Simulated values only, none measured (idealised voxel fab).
process module | voxel released beams
cross-section cut | 255 nm wide | cells 5 nm
A cross-section is a grid of square cells, given in bands from the top down. A band is one or more rows of cells.
Each band's line starts with the height of the band's top and of its bottom, in nm. Then come its materials from left to right, each with its width in nm. One material with "throughout" fills the band from edge to edge. "air" is empty space.
Height 0 is the level under which the wafer as received is all one material. The lowest band goes on downwards, as in "0 down".
A width such as "30 to 40" changes by the same amount from each row of cells to the next, from the band's top row to its bottom row.
"no change" after a step means that no cell of the cross-section changed.
closed voids: empty space of 8 cells or more with no open way to the top, each as width x height at its distance from the left edge, in nm
after a step's settings: what the simulator itself notes on the step
overlay nm, on a step with a mask: how far to the right of its planned place the mask lay; to the left if negative
plan
1 op RECEIVE | material Si
2 op CONFORMAL_DEP | material SiN | thk nm 5
3 op DIRECTIONAL_DEP | material SiO2 | thk nm 15
4 op DIRECTIONAL_DEP | material aC | thk nm 10
5 op PATTERN | tone open | mask id ANCHOR | material resist | width nm 35 | thk nm 30 | overlay nm 0
6 op DIRECTIONAL_ETCH | etch materials aC | depth nm 10
7 op STRIP | etch materials resist
8 op DIRECTIONAL_ETCH | etch materials SiO2 | depth nm 15
9 op STRIP | etch materials aC
10 op CONFORMAL_DEP | material TiN | thk nm 15
11 op DIRECTIONAL_DEP | material aC | thk nm 10
12 op PATTERN | tone cover | mask id BEAM | material resist | width nm 80 | thk nm 25 | overlay nm 0
13 op DIRECTIONAL_ETCH | etch materials aC | depth nm 10
14 op STRIP | etch materials resist
15 op DIRECTIONAL_ETCH | etch materials TiN | depth nm 15
16 op STRIP | etch materials aC
17 op STRIP | etch materials SiO2
as received, after step 1
  0 down: Si throughout
  closed voids: none
a wafer at the end: this start, this plan, one mistake
  50 to 35: air 85 | TiN 80 | air 90
  35 to 20: TiN throughout
  20 to 5: SiO2 90 | TiN 35 | SiO2 130
  5 to 0: SiN throughout
  0 down: Si throughout
  closed voids: none
what went wrong: step 10 was run twice
